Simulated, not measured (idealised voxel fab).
A process module follows: voxel wiring stack.
The figure presents cross-section cut, which has a width of 280 nm and is divided into square cells with an edge length of 5 nm.
Reading order for cross-sections: top band down to bottom band. Underlying form: a grid of square cells. Band size: one or more rows of cells. Band: top height; bottom height; in nm. Then, left to right: material with width in nm, for each material. "all across": a single material spanning edge to edge. "air": empty space. Heads up on the height convention: 0 is the point under which the incoming wafer is all one material, and the lowest band has no bottom, it just keeps going down, like "0..down". The width entry "30 to 40" should be interpreted row by row: the top row of cells in the band takes the first number, the bottom row takes the second number, and the change between adjacent rows is uniform throughout. Step marked "no alterations made"? Then no cell in the cross-section changed in it. "Entrapped voids" - sealed voids, min. 8 cells, no opening to top; format: width x height at distance (distance from left edge; nm throughout). Where a step's line continues beyond its settings, the continuation is a remark by the simulator itself on that step. You can add "overlay nm" to a step's line. For a step with a mask, it describes how far the mask lay to the right of its planned position, and a negative number describes a lay to the left. Pairs from here to the end. Each: cross-section before one process step, cross-section after it, the latter only as far down as the lowest band that changed. Under each: the step between, and its settings. Mind that the pairs may be taken from different runs of this module on the same starting wafer; whether a pair continues from the pair above depends on its entry headed "Pre-process state", and it does only where that entry says so.

**Pre-process state**
    0..down | Si all across
    Entrapped voids: none

**After the Step**
    15..0 | SiO2 all across
    Below 0, no change.
    Entrapped voids: none
Step taken after the before cross-section and before the after cross-section above: CONFORMAL_DEP with material SiO2, thk nm 15

Pre-process state: = after-state of the pair above.

**After the Step**
    20..15 | SiN all across
    Below 15, no change.
    Entrapped voids: none
Step taken after the before cross-section and before the after cross-section above: CONFORMAL_DEP with material SiN, thk nm 5

Pre-process state: = after-state of the pair above.

**After the Step**
    40..20 | lowk all across
    Below 20, no change.
    Entrapped voids: none
Step taken after the before cross-section and before the after cross-section above: DIRECTIONAL_DEP with material lowk, thk nm 20

Pre-process state: = after-state of the pair above.

**After the Step**
    50..40 | aC all across
    Below 40, no change.
    Entrapped voids: none
Step taken after the before cross-section and before the after cross-section above: DIRECTIONAL_DEP with material aC, thk nm 10

Pre-process state: = after-state of the pair above.

**After the Step**
    75..50 | 80 nm resist  25 nm air  20 nm resist  25 nm air  20 nm resist  25 nm air  85 nm resist
    Below 50, no change.
    Entrapped voids: none
Step taken after the before cross-section and before the after cross-section above: PATTERN with tone open, mask id METAL_1, material resist, width nm 25, pitch nm 45, thk nm 25, overlay nm 0

Pre-process state: = after-state of the pair above.

**After the Step**
    65..50 | 80 nm resist  25 nm air  20 nm resist  25 nm air  20 nm resist  25 nm air  85 nm resist
    50..40 | 80 nm aC  25 nm air  20 nm aC  25 nm air  20 nm aC  25 nm air  85 nm aC
    Below 40, no change.
    Entrapped voids: none
Step taken after the before cross-section and before the after cross-section above: DIRECTIONAL_ETCH with etch materials aC, depth nm 10

Pre-process state: = after-state of the pair above.

**After the Step**
    50..40 | 80 nm aC  25 nm air  20 nm aC  25 nm air  20 nm aC  25 nm air  85 nm aC
    Below 40, no change.
    Entrapped voids: none
Step taken after the before cross-section and before the after cross-section above: STRIP with etch materials resist

Pre-process state: = after-state of the pair above.

**After the Step**
    50..40 | 80 nm aC  25 nm air  20 nm aC  25 nm air  20 nm aC  25 nm air  85 nm aC
    40..20 | 80 nm lowk  25 nm air  20 nm lowk  25 nm air  20 nm lowk  25 nm air  85 nm lowk
    Below 20, no change.
    Entrapped voids: none
Step taken after the before cross-section and before the after cross-section above: DIRECTIONAL_ETCH with etch materials lowk, depth nm 20

Pre-process state: = after-state of the pair above.

**After the Step**
    50..40 | 80 nm aC  25 nm air  20 nm aC  25 nm air  20 nm aC  25 nm air  85 nm aC
    40..20 | 80 nm lowk  25 nm air  20 nm lowk  25 nm air  20 nm lowk  25 nm air  85 nm lowk
    20..15 | 80 nm SiN  25 nm air  20 nm SiN  25 nm air  20 nm SiN  25 nm air  85 nm SiN
    Below 15, no change.
    Entrapped voids: none
Step taken after the before cross-section and before the after cross-section above: DIRECTIONAL_ETCH with etch materials SiN, depth nm 5

Pre-process state: = after-state of the pair above.

**After the Step**
    40..20 | 80 nm lowk  25 nm air  20 nm lowk  25 nm air  20 nm lowk  25 nm air  85 nm lowk
    Below 20, no change.
    Entrapped voids: none
Step taken after the before cross-section and before the after cross-section above: STRIP with etch materials aC

Pre-process state: = after-state of the pair above.

**After the Step**
    45..40 | 85 nm TiN  15 nm air  30 nm TiN  15 nm air  30 nm TiN  15 nm air  90 nm TiN
    40..20 | 80 nm lowk  5 nm TiN  15 nm air  5 nm TiN  20 nm lowk  5 nm TiN  15 nm air  5 nm TiN  20 nm lowk  5 nm TiN  15 nm air  5 nm TiN  85 nm lowk
    20..15 | 80 nm SiN  25 nm TiN  20 nm SiN  25 nm TiN  20 nm SiN  25 nm TiN  85 nm SiN
    Below 15, no change.
    Entrapped voids: none
Step taken after the before cross-section and before the after cross-section above: CONFORMAL_DEP with material TiN, thk nm 5

Pre-process state: = after-state of the pair above.

**After the Step**
    50..45 | Ru all across
    45..40 | 85 nm TiN  15 nm Ru  30 nm TiN  15 nm Ru  30 nm TiN  15 nm Ru  90 nm TiN
    40..20 | 80 nm lowk  5 nm TiN  15 nm Ru  5 nm TiN  20 nm lowk  5 nm TiN  15 nm Ru  5 nm TiN  20 nm lowk  5 nm TiN  15 nm Ru  5 nm TiN  85 nm lowk
    Below 20, no change.
    Entrapped voids: none
Step taken after the before cross-section and before the after cross-section above: FILL_DEP with material Ru, thk nm 5

Pre-process state: = after-state of the pair above.

**After the Step**
    40..20 | 80 nm lowk  5 nm TiN  15 nm Ru  5 nm TiN  20 nm lowk  5 nm TiN  15 nm Ru  5 nm TiN  20 nm lowk  5 nm TiN  15 nm Ru  5 nm TiN  85 nm lowk
    Below 20, no change.
    Entrapped voids: none
Step taken after the before cross-section and before the after cross-section above: CMP with height nm 40

Pre-process state: = after-state of the pair above.

**After the Step**
    45..40 | SiCN all across
    Below 40, no change.
    Entrapped voids: none
Step taken after the before cross-section and before the after cross-section above: CONFORMAL_DEP with material SiCN, thk nm 5

Pre-process state: = after-state of the pair above.

**After the Step**
    55..45 | lowk all across
    Below 45, no change.
    Entrapped voids: none
Step taken after the before cross-section and before the after cross-section above: DIRECTIONAL_DEP with material lowk, thk nm 10

Pre-process state: = after-state of the pair above.

**After the Step**
    55..45 | 80 nm lowk  15 nm air  30 nm lowk  15 nm air  30 nm lowk  15 nm air  95 nm lowk
    Below 45, no change.
    Entrapped voids: none
Step taken after the before cross-section and before the after cross-section above: MASKED_ETCH with tone open, mask id PLUG_1, width nm 15, pitch nm 45, etch materials lowk, depth nm 10, overlay nm 0

Pre-process state: = after-state of the pair above.

**After the Step**
    55..45 | 80 nm lowk  15 nm air  30 nm lowk  15 nm air  30 nm lowk  15 nm air  95 nm lowk
    45..40 | 80 nm SiCN  15 nm air  30 nm SiCN  15 nm air  30 nm SiCN  15 nm air  95 nm SiCN
    Below 40, no change.
    Entrapped voids: none
Step taken after the before cross-section and before the after cross-section above: MASKED_ETCH with tone open, mask id PLUG_1, width nm 15, pitch nm 45, etch materials SiCN, depth nm 5, overlay nm 0

Pre-process state: = after-state of the pair above.

**After the Step**
    55..50 | 80 nm lowk  15 nm air  30 nm lowk  15 nm air  30 nm lowk  15 nm air  95 nm lowk
    50..45 | 80 nm lowk  15 nm Ru  30 nm lowk  15 nm Ru  30 nm lowk  15 nm Ru  95 nm lowk
    45..40 | 80 nm SiCN  15 nm Ru  30 nm SiCN  15 nm Ru  30 nm SiCN  15 nm Ru  95 nm SiCN
    Below 40, no change.
    Entrapped voids: none
Step taken after the before cross-section and before the after cross-section above: EPI with material Ru, thk nm 10

Pre-process state: = after-state of the pair above.

**After the Step**
    55..45 | 80 nm lowk  15 nm Ru  30 nm lowk  15 nm Ru  30 nm lowk  15 nm Ru  95 nm lowk
    Below 45, no change.
    Entrapped voids: none
Step taken after the before cross-section and before the after cross-section above: EPI with material Ru, thk nm 5

Pre-process state: = after-state of the pair above.

**After the Step**
    60..55 | SiN all across
    Below 55, no change.
    Entrapped voids: none
Step taken after the before cross-section and before the after cross-section above: CONFORMAL_DEP with material SiN, thk nm 5

Pre-process state: = after-state of the pair above.

**After the Step**
    75..60 | SiO2 all across
    Below 60, no change.
    Entrapped voids: none
Step taken after the before cross-section and before the after cross-section above: DIRECTIONAL_DEP with material SiO2, thk nm 15

Pre-process state: = after-state of the pair above.

**After the Step**
    95..75 | 80 nm resist  25 nm air  20 nm resist  25 nm air  20 nm resist  25 nm air  85 nm resist
    Below 75, no change.
    Entrapped voids: none
Step taken after the before cross-section and before the after cross-section above: PATTERN with tone open, mask id METAL_2, material resist, width nm 25, pitch nm 45, thk nm 20, overlay nm 0

Pre-process state: = after-state of the pair above.

**After the Step**
    95..75 | 80 nm resist  25 nm air  20 nm resist  25 nm air  20 nm resist  25 nm air  85 nm resist
    75..60 | 80 nm SiO2  25 nm air  20 nm SiO2  25 nm air  20 nm SiO2  25 nm air  85 nm SiO2
    Below 60, no change.
    Entrapped voids: none
Step taken after the before cross-section and before the after cross-section above: DIRECTIONAL_ETCH with etch materials SiO2, depth nm 15

Pre-process state: = after-state of the pair above.

**After the Step**
    95..75 | 80 nm resist  25 nm air  20 nm resist  25 nm air  20 nm resist  25 nm air  85 nm resist
    75..60 | 80 nm SiO2  25 nm air  20 nm SiO2  25 nm air  20 nm SiO2  25 nm air  85 nm SiO2
    60..55 | 80 nm SiN  25 nm air  20 nm SiN  25 nm air  20 nm SiN  25 nm air  85 nm SiN
    Below 55, no change.
    Entrapped voids: none
Step taken after the before cross-section and before the after cross-section above: DIRECTIONAL_ETCH with etch materials SiN, depth nm 5

Pre-process state: = after-state of the pair above.

**After the Step**
    75..60 | 80 nm SiO2  25 nm air  20 nm SiO2  25 nm air  20 nm SiO2  25 nm air  85 nm SiO2
    Below 60, no change.
    Entrapped voids: none
Step taken after the before cross-section and before the after cross-section above: STRIP with etch materials resist

Pre-process state: = after-state of the pair above.

**After the Step**
    80..75 | 85 nm TiN  15 nm air  30 nm TiN  15 nm air  30 nm TiN  15 nm air  90 nm TiN
    75..60 | 80 nm SiO2  5 nm TiN  15 nm air  5 nm TiN  20 nm SiO2  5 nm TiN  15 nm air  5 nm TiN  20 nm SiO2  5 nm TiN  15 nm air  5 nm TiN  85 nm SiO2
    60..55 | 80 nm SiN  25 nm TiN  20 nm SiN  25 nm TiN  20 nm SiN  25 nm TiN  85 nm SiN
    Below 55, no change.
    Entrapped voids: none
Step taken after the before cross-section and before the after cross-section above: CONFORMAL_DEP with material TiN, thk nm 5

Pre-process state: = after-state of the pair above.

**After the Step**
    85..80 | Cu all across
    80..75 | 85 nm TiN  15 nm Cu  30 nm TiN  15 nm Cu  30 nm TiN  15 nm Cu  90 nm TiN
    75..60 | 80 nm SiO2  5 nm TiN  15 nm Cu  5 nm TiN  20 nm SiO2  5 nm TiN  15 nm Cu  5 nm TiN  20 nm SiO2  5 nm TiN  15 nm Cu  5 nm TiN  85 nm SiO2
    Below 60, no change.
    Entrapped voids: none
Step taken after the before cross-section and before the after cross-section above: FILL_DEP with material Cu, thk nm 5

Pre-process state: = after-state of the pair above.

**After the Step**
    75..60 | 80 nm SiO2  5 nm TiN  15 nm Cu  5 nm TiN  20 nm SiO2  5 nm TiN  15 nm Cu  5 nm TiN  20 nm SiO2  5 nm TiN  15 nm Cu  5 nm TiN  85 nm SiO2
    Below 60, no change.
    Entrapped voids: none
Step taken after the before cross-section and before the after cross-section above: CMP with height nm 75

Pre-process state: = after-state of the pair above.

**After the Step**
    80..75 | SiN all across
    Below 75, no change.
    Entrapped voids: none
Step taken after the before cross-section and before the after cross-section above: CONFORMAL_DEP with material SiN, thk nm 5

**Pre-process state**
    45..40 | SiCN all across
    40..20 | 80 nm lowk  5 nm TiN  15 nm Ru  5 nm TiN  20 nm lowk  5 nm TiN  15 nm Ru  5 nm TiN  20 nm lowk  5 nm TiN  15 nm Ru  5 nm TiN  85 nm lowk
    20..15 | 80 nm SiN  25 nm TiN  20 nm SiN  25 nm TiN  20 nm SiN  25 nm TiN  85 nm SiN
    15..0 | SiO2 all across
    0..down | Si all across
    Entrapped voids: none

**After the Step**
    45..40 | 80 nm SiCN  15 nm air  30 nm SiCN  15 nm air  30 nm SiCN  15 nm air  95 nm SiCN
    Below 40, no change.
    Entrapped voids: none
Step taken after the before cross-section and before the after cross-section above: MASKED_ETCH with tone open, mask id PLUG_1, width nm 15, pitch nm 45, etch materials SiCN, depth nm 5, overlay nm 0

Pre-process state: = after-state of the pair above.

**After the Step**
    50..45 | 75 nm air  25 nm Ru  20 nm air  25 nm Ru  20 nm air  25 nm Ru  90 nm air
    45..40 | 80 nm SiCN  15 nm Ru  30 nm SiCN  15 nm Ru  30 nm SiCN  15 nm Ru  95 nm SiCN
    Below 40, no change.
    Entrapped voids: none
Step taken after the before cross-section and before the after cross-section above: EPI with material Ru, thk nm 10

Pre-process state: = after-state of the pair above.

**After the Step**
    55..45 | 70 nm air  35 nm Ru  10 nm air  35 nm Ru  10 nm air  35 nm Ru  85 nm air
    Below 45, no change.
    Entrapped voids: none
Step taken after the before cross-section and before the after cross-section above: EPI with material Ru, thk nm 5

Pre-process state: = after-state of the pair above.

**After the Step**
    60..55 | 65 nm air  135 nm SiN  80 nm air
    55..50 | 65 nm air  5 nm SiN  35 nm Ru  10 nm SiN  35 nm Ru  10 nm SiN  35 nm Ru  5 nm SiN  80 nm air
    50..45 | 70 nm SiN  35 nm Ru  10 nm SiN  35 nm Ru  10 nm SiN  35 nm Ru  85 nm SiN
    Below 45, no change.
    Entrapped voids: none
Step taken after the before cross-section and before the after cross-section above: CONFORMAL_DEP with material SiN, thk nm 5

Pre-process state: = after-state of the pair above.

**After the Step**
    75..65 | 65 nm air  135 nm SiO2  80 nm air
    65..60 | SiO2 all across
    60..55 | 65 nm SiO2  135 nm SiN  80 nm SiO2
    55..50 | 65 nm SiO2  5 nm SiN  35 nm Ru  10 nm SiN  35 nm Ru  10 nm SiN  35 nm Ru  5 nm SiN  80 nm SiO2
    Below 50, no change.
    Entrapped voids: none
Step taken after the before cross-section and before the after cross-section above: DIRECTIONAL_DEP with material SiO2, thk nm 15

Pre-process state: = after-state of the pair above.

**After the Step**
    95..75 | 80 nm resist  25 nm air  20 nm resist  25 nm air  20 nm resist  25 nm air  85 nm resist
    75..65 | 65 nm resist  135 nm SiO2  80 nm resist
    Below 65, no change.
    Entrapped voids: none
Step taken after the before cross-section and before the after cross-section above: PATTERN with tone open, mask id METAL_2, material resist, width nm 25, pitch nm 45, thk nm 20, overlay nm 0

Pre-process state: = after-state of the pair above.

**After the Step**
    95..75 | 80 nm resist  25 nm air  20 nm resist  25 nm air  20 nm resist  25 nm air  85 nm resist
    75..65 | 65 nm resist  15 nm SiO2  25 nm air  20 nm SiO2  25 nm air  20 nm SiO2  25 nm air  5 nm SiO2  80 nm resist
    65..60 | 80 nm SiO2  25 nm air  20 nm SiO2  25 nm air  20 nm SiO2  25 nm air  85 nm SiO2
    Below 60, no change.
    Entrapped voids: none
Step taken after the before cross-section and before the after cross-section above: DIRECTIONAL_ETCH with etch materials SiO2, depth nm 15

Pre-process state: = after-state of the pair above.

**After the Step**
    95..75 | 80 nm resist  25 nm air  20 nm resist  25 nm air  20 nm resist  25 nm air  85 nm resist
    75..65 | 65 nm resist  15 nm SiO2  25 nm air  20 nm SiO2  25 nm air  20 nm SiO2  25 nm air  5 nm SiO2  80 nm resist
    65..60 | 80 nm SiO2  25 nm air  20 nm SiO2  25 nm air  20 nm SiO2  25 nm air  85 nm SiO2
    60..55 | 65 nm SiO2  15 nm SiN  25 nm air  20 nm SiN  25 nm air  20 nm SiN  25 nm air  5 nm SiN  80 nm SiO2
    Below 55, no change.
    Entrapped voids: none
Step taken after the before cross-section and before the after cross-section above: DIRECTIONAL_ETCH with etch materials SiN, depth nm 5

Pre-process state: = after-state of the pair above.

**After the Step**
    75..65 | 65 nm air  15 nm SiO2  25 nm air  20 nm SiO2  25 nm air  20 nm SiO2  25 nm air  5 nm SiO2  80 nm air
    Below 65, no change.
    Entrapped voids: none
Step taken after the before cross-section and before the after cross-section above: STRIP with etch materials resist

Pre-process state: = after-state of the pair above.

**After the Step**
    80..75 | 60 nm air  25 nm TiN  15 nm air  30 nm TiN  15 nm air  30 nm TiN  15 nm air  15 nm TiN  75 nm air
    75..70 | 60 nm air  5 nm TiN  15 nm SiO2  5 nm TiN  15 nm air  5 nm TiN  20 nm SiO2  5 nm TiN  15 nm air  5 nm TiN  20 nm SiO2  5 nm TiN  15 nm air  5 nm TiN  5 nm SiO2  5 nm TiN  75 nm air
    70..65 | 65 nm TiN  15 nm SiO2  5 nm TiN  15 nm air  5 nm TiN  20 nm SiO2  5 nm TiN  15 nm air  5 nm TiN  20 nm SiO2  5 nm TiN  15 nm air  5 nm TiN  5 nm SiO2  80 nm TiN
    65..60 | 80 nm SiO2  5 nm TiN  15 nm air  5 nm TiN  20 nm SiO2  5 nm TiN  15 nm air  5 nm TiN  20 nm SiO2  5 nm TiN  15 nm air  5 nm TiN  85 nm SiO2
    60..55 | 65 nm SiO2  15 nm SiN  25 nm TiN  20 nm SiN  25 nm TiN  20 nm SiN  25 nm TiN  5 nm SiN  80 nm SiO2
    Below 55, no change.
    Entrapped voids: none
Step taken after the before cross-section and before the after cross-section above: CONFORMAL_DEP with material TiN, thk nm 5

Pre-process state: = after-state of the pair above.

**After the Step**
    85..80 | Cu all across
    80..75 | 60 nm Cu  25 nm TiN  15 nm Cu  30 nm TiN  15 nm Cu  30 nm TiN  15 nm Cu  15 nm TiN  75 nm Cu
    75..70 | 60 nm Cu  5 nm TiN  15 nm SiO2  5 nm TiN  15 nm Cu  5 nm TiN  20 nm SiO2  5 nm TiN  15 nm Cu  5 nm TiN  20 nm SiO2  5 nm TiN  15 nm Cu  5 nm TiN  5 nm SiO2  5 nm TiN  75 nm Cu
    70..65 | 65 nm TiN  15 nm SiO2  5 nm TiN  15 nm Cu  5 nm TiN  20 nm SiO2  5 nm TiN  15 nm Cu  5 nm TiN  20 nm SiO2  5 nm TiN  15 nm Cu  5 nm TiN  5 nm SiO2  80 nm TiN
    65..60 | 80 nm SiO2  5 nm TiN  15 nm Cu  5 nm TiN  20 nm SiO2  5 nm TiN  15 nm Cu  5 nm TiN  20 nm SiO2  5 nm TiN  15 nm Cu  5 nm TiN  85 nm SiO2
    Below 60, no change.
    Entrapped voids: none
Step taken after the before cross-section and before the after cross-section above: FILL_DEP with material Cu, thk nm 5

Pre-process state: = after-state of the pair above.

**After the Step**
    75..70 | 60 nm Cu  5 nm TiN  15 nm SiO2  5 nm TiN  15 nm Cu  5 nm TiN  20 nm SiO2  5 nm TiN  15 nm Cu  5 nm TiN  20 nm SiO2  5 nm TiN  15 nm Cu  5 nm TiN  5 nm SiO2  5 nm TiN  75 nm Cu
    Below 70, no change.
    Entrapped voids: none
Step taken after the before cross-section and before the after cross-section above: CMP with height nm 75

Pre-process state: = after-state of the pair above.

**After the Step**
    80..75 | SiN all across
    Below 75, no change.
    Entrapped voids: none
Step taken after the before cross-section and before the after cross-section above: CONFORMAL_DEP with material SiN, thk nm 5

**Pre-process state**
    55..50 | 80 nm lowk  15 nm air  30 nm lowk  15 nm air  30 nm lowk  15 nm air  95 nm lowk
    50..45 | 80 nm lowk  15 nm Ru  30 nm lowk  15 nm Ru  30 nm lowk  15 nm Ru  95 nm lowk
    45..40 | 80 nm SiCN  15 nm Ru  30 nm SiCN  15 nm Ru  30 nm SiCN  15 nm Ru  95 nm SiCN
    40..20 | 80 nm lowk  5 nm TiN  15 nm Ru  5 nm TiN  20 nm lowk  5 nm TiN  15 nm Ru  5 nm TiN  20 nm lowk  5 nm TiN  15 nm Ru  5 nm TiN  85 nm lowk
    20..15 | 80 nm SiN  25 nm TiN  20 nm SiN  25 nm TiN  20 nm SiN  25 nm TiN  85 nm SiN
    15..0 | SiO2 all across
    0..down | Si all across
    Entrapped voids: none

**After the Step**
    60..55 | 75 nm air  25 nm Ru  20 nm air  25 nm Ru  20 nm air  25 nm Ru  90 nm air
    55..45 | 80 nm lowk  15 nm Ru  30 nm lowk  15 nm Ru  30 nm lowk  15 nm Ru  95 nm lowk
    Below 45, no change.
    Entrapped voids: none
Step taken after the before cross-section and before the after cross-section above: EPI with material Ru, thk nm 10

Pre-process state: = after-state of the pair above.

**After the Step**
    65..55 | 70 nm air  35 nm Ru  10 nm air  35 nm Ru  10 nm air  35 nm Ru  85 nm air
    Below 55, no change.
    Entrapped voids: none
Step taken after the before cross-section and before the after cross-section above: EPI with material Ru, thk nm 5

Pre-process state: = after-state of the pair above.

**After the Step**
    70..65 | 65 nm air  135 nm SiN  80 nm air
    65..60 | 65 nm air  5 nm SiN  35 nm Ru  10 nm SiN  35 nm Ru  10 nm SiN  35 nm Ru  5 nm SiN  80 nm air
    60..55 | 70 nm SiN  35 nm Ru  10 nm SiN  35 nm Ru  10 nm SiN  35 nm Ru  85 nm SiN
    Below 55, no change.
    Entrapped voids: none
Step taken after the before cross-section and before the after cross-section above: CONFORMAL_DEP with material SiN, thk nm 5

Pre-process state: = after-state of the pair above.

**After the Step**
    85..75 | 65 nm air  135 nm SiO2  80 nm air
    75..70 | SiO2 all across
    70..65 | 65 nm SiO2  135 nm SiN  80 nm SiO2
    65..60 | 65 nm SiO2  5 nm SiN  35 nm Ru  10 nm SiN  35 nm Ru  10 nm SiN  35 nm Ru  5 nm SiN  80 nm SiO2
    Below 60, no change.
    Entrapped voids: none
Step taken after the before cross-section and before the after cross-section above: DIRECTIONAL_DEP with material SiO2, thk nm 15

Pre-process state: = after-state of the pair above.

**After the Step**
    105..85 | 80 nm resist  25 nm air  20 nm resist  25 nm air  20 nm resist  25 nm air  85 nm resist
    85..75 | 65 nm resist  135 nm SiO2  80 nm resist
    Below 75, no change.
    Entrapped voids: none
Step taken after the before cross-section and before the after cross-section above: PATTERN with tone open, mask id METAL_2, material resist, width nm 25, pitch nm 45, thk nm 20, overlay nm 0

Pre-process state: = after-state of the pair above.

**After the Step**
    105..85 | 80 nm resist  25 nm air  20 nm resist  25 nm air  20 nm resist  25 nm air  85 nm resist
    85..75 | 65 nm resist  15 nm SiO2  25 nm air  20 nm SiO2  25 nm air  20 nm SiO2  25 nm air  5 nm SiO2  80 nm resist
    75..70 | 80 nm SiO2  25 nm air  20 nm SiO2  25 nm air  20 nm SiO2  25 nm air  85 nm SiO2
    Below 70, no change.
    Entrapped voids: none
Step taken after the before cross-section and before the after cross-section above: DIRECTIONAL_ETCH with etch materials SiO2, depth nm 15

Pre-process state: = after-state of the pair above.

**After the Step**
    105..85 | 80 nm resist  25 nm air  20 nm resist  25 nm air  20 nm resist  25 nm air  85 nm resist
    85..75 | 65 nm resist  15 nm SiO2  25 nm air  20 nm SiO2  25 nm air  20 nm SiO2  25 nm air  5 nm SiO2  80 nm resist
    75..70 | 80 nm SiO2  25 nm air  20 nm SiO2  25 nm air  20 nm SiO2  25 nm air  85 nm SiO2
    70..65 | 65 nm SiO2  15 nm SiN  25 nm air  20 nm SiN  25 nm air  20 nm SiN  25 nm air  5 nm SiN  80 nm SiO2
    Below 65, no change.
    Entrapped voids: none
Step taken after the before cross-section and before the after cross-section above: DIRECTIONAL_ETCH with etch materials SiN, depth nm 5

Pre-process state: = after-state of the pair above.

**After the Step**
    85..75 | 65 nm air  15 nm SiO2  25 nm air  20 nm SiO2  25 nm air  20 nm SiO2  25 nm air  5 nm SiO2  80 nm air
    Below 75, no change.
    Entrapped voids: none
Step taken after the before cross-section and before the after cross-section above: STRIP with etch materials resist

Pre-process state: = after-state of the pair above.

**After the Step**
    90..85 | 60 nm air  25 nm TiN  15 nm air  30 nm TiN  15 nm air  30 nm TiN  15 nm air  15 nm TiN  75 nm air
    85..80 | 60 nm air  5 nm TiN  15 nm SiO2  5 nm TiN  15 nm air  5 nm TiN  20 nm SiO2  5 nm TiN  15 nm air  5 nm TiN  20 nm SiO2  5 nm TiN  15 nm air  5 nm TiN  5 nm SiO2  5 nm TiN  75 nm air
    80..75 | 65 nm TiN  15 nm SiO2  5 nm TiN  15 nm air  5 nm TiN  20 nm SiO2  5 nm TiN  15 nm air  5 nm TiN  20 nm SiO2  5 nm TiN  15 nm air  5 nm TiN  5 nm SiO2  80 nm TiN
    75..70 | 80 nm SiO2  5 nm TiN  15 nm air  5 nm TiN  20 nm SiO2  5 nm TiN  15 nm air  5 nm TiN  20 nm SiO2  5 nm TiN  15 nm air  5 nm TiN  85 nm SiO2
    70..65 | 65 nm SiO2  15 nm SiN  25 nm TiN  20 nm SiN  25 nm TiN  20 nm SiN  25 nm TiN  5 nm SiN  80 nm SiO2
    Below 65, no change.
    Entrapped voids: none
Step taken after the before cross-section and before the after cross-section above: CONFORMAL_DEP with material TiN, thk nm 5

Pre-process state: = after-state of the pair above.

**After the Step**
    95..90 | Cu all across
    90..85 | 60 nm Cu  25 nm TiN  15 nm Cu  30 nm TiN  15 nm Cu  30 nm TiN  15 nm Cu  15 nm TiN  75 nm Cu
    85..80 | 60 nm Cu  5 nm TiN  15 nm SiO2  5 nm TiN  15 nm Cu  5 nm TiN  20 nm SiO2  5 nm TiN  15 nm Cu  5 nm TiN  20 nm SiO2  5 nm TiN  15 nm Cu  5 nm TiN  5 nm SiO2  5 nm TiN  75 nm Cu
    80..75 | 65 nm TiN  15 nm SiO2  5 nm TiN  15 nm Cu  5 nm TiN  20 nm SiO2  5 nm TiN  15 nm Cu  5 nm TiN  20 nm SiO2  5 nm TiN  15 nm Cu  5 nm TiN  5 nm SiO2  80 nm TiN
    75..70 | 80 nm SiO2  5 nm TiN  15 nm Cu  5 nm TiN  20 nm SiO2  5 nm TiN  15 nm Cu  5 nm TiN  20 nm SiO2  5 nm TiN  15 nm Cu  5 nm TiN  85 nm SiO2
    Below 70, no change.
    Entrapped voids: none
Step taken after the before cross-section and before the after cross-section above: FILL_DEP with material Cu, thk nm 5

Pre-process state: = after-state of the pair above.

**After the Step**
    75..70 | 80 nm SiO2  5 nm TiN  15 nm Cu  5 nm TiN  20 nm SiO2  5 nm TiN  15 nm Cu  5 nm TiN  20 nm SiO2  5 nm TiN  15 nm Cu  5 nm TiN  85 nm SiO2
    Below 70, no change.
    Entrapped voids: none
Step taken after the before cross-section and before the after cross-section above: CMP with height nm 75

Pre-process state: = after-state of the pair above.

**After the Step**
    80..75 | SiN all across
    Below 75, no change.
    Entrapped voids: none
Step taken after the before cross-section and before the after cross-section above: CONFORMAL_DEP with material SiN, thk nm 5

**Pre-process state**
    40..20 | 80 nm lowk  5 nm TiN  15 nm Ru  5 nm TiN  20 nm lowk  5 nm TiN  15 nm Ru  5 nm TiN  20 nm lowk  5 nm TiN  15 nm Ru  5 nm TiN  85 nm lowk
    20..15 | 80 nm SiN  25 nm TiN  20 nm SiN  25 nm TiN  20 nm SiN  25 nm TiN  85 nm SiN
    15..0 | SiO2 all across
    0..down | Si all across
    Entrapped voids: none

**After the Step**
    50..40 | lowk all across
    Below 40, no change.
    Entrapped voids: none
Step taken after the before cross-section and before the after cross-section above: DIRECTIONAL_DEP with material lowk, thk nm 10

Pre-process state: = after-state of the pair above.

**After the Step**
    55..50 | SiCN all across
    Below 50, no change.
    Entrapped voids: none
Step taken after the before cross-section and before the after cross-section above: CONFORMAL_DEP with material SiCN, thk nm 5

Pre-process state: = after-state of the pair above.

**After the Step**
    55..50 | 80 nm SiCN  15 nm air  30 nm SiCN  15 nm air  30 nm SiCN  15 nm air  95 nm SiCN
    Below 50, no change.
    Entrapped voids: none
Step taken after the before cross-section and before the after cross-section above: MASKED_ETCH with tone open, mask id PLUG_1, width nm 15, pitch nm 45, etch materials SiCN, depth nm 5, overlay nm 0

Pre-process state: = after-state of the pair above.

**After the Step**
    60..55 | 85 nm SiN  5 nm air  40 nm SiN  5 nm air  40 nm SiN  5 nm air  100 nm SiN
    55..50 | 80 nm SiCN  15 nm SiN  30 nm SiCN  15 nm SiN  30 nm SiCN  15 nm SiN  95 nm SiCN
    Below 50, no change.
    Entrapped voids: none
Step taken after the before cross-section and before the after cross-section above: CONFORMAL_DEP with material SiN, thk nm 5

Pre-process state: = after-state of the pair above.

**After the Step**
    75..70 | 85 nm SiO2  5 nm air  40 nm SiO2  5 nm air  40 nm SiO2  5 nm air  100 nm SiO2
    70..60 | SiO2 all across
    60..55 | 85 nm SiN  5 nm SiO2  40 nm SiN  5 nm SiO2  40 nm SiN  5 nm SiO2  100 nm SiN
    Below 55, no change.
    Entrapped voids: none
Step taken after the before cross-section and before the after cross-section above: DIRECTIONAL_DEP with material SiO2, thk nm 15

Pre-process state: = after-state of the pair above.

**After the Step**
    95..75 | 80 nm resist  25 nm air  20 nm resist  25 nm air  20 nm resist  25 nm air  85 nm resist
    Below 75, no change.
    Entrapped voids: none
Step taken after the before cross-section and before the after cross-section above: PATTERN with tone open, mask id METAL_2, material resist, width nm 25, pitch nm 45, thk nm 20, overlay nm 0

Pre-process state: = after-state of the pair above.

**After the Step**
    95..75 | 80 nm resist  25 nm air  20 nm resist  25 nm air  20 nm resist  25 nm air  85 nm resist
    75..60 | 80 nm SiO2  25 nm air  20 nm SiO2  25 nm air  20 nm SiO2  25 nm air  85 nm SiO2
    60..55 | 85 nm SiN  5 nm air  40 nm SiN  5 nm air  40 nm SiN  5 nm air  100 nm SiN
    Below 55, no change.
    Entrapped voids: none
Step taken after the before cross-section and before the after cross-section above: DIRECTIONAL_ETCH with etch materials SiO2, depth nm 15

Pre-process state: = after-state of the pair above.

**After the Step**
    95..75 | 80 nm resist  25 nm air  20 nm resist  25 nm air  20 nm resist  25 nm air  85 nm resist
    75..60 | 80 nm SiO2  25 nm air  20 nm SiO2  25 nm air  20 nm SiO2  25 nm air  85 nm SiO2
    60..55 | 80 nm SiN  25 nm air  20 nm SiN  25 nm air  20 nm SiN  25 nm air  85 nm SiN
    55..50 | 80 nm SiCN  5 nm SiN  5 nm air  5 nm SiN  30 nm SiCN  5 nm SiN  5 nm air  5 nm SiN  30 nm SiCN  5 nm SiN  5 nm air  5 nm SiN  95 nm SiCN
    Below 50, no change.
    Entrapped voids: none
Step taken after the before cross-section and before the after cross-section above: DIRECTIONAL_ETCH with etch materials SiN, depth nm 5
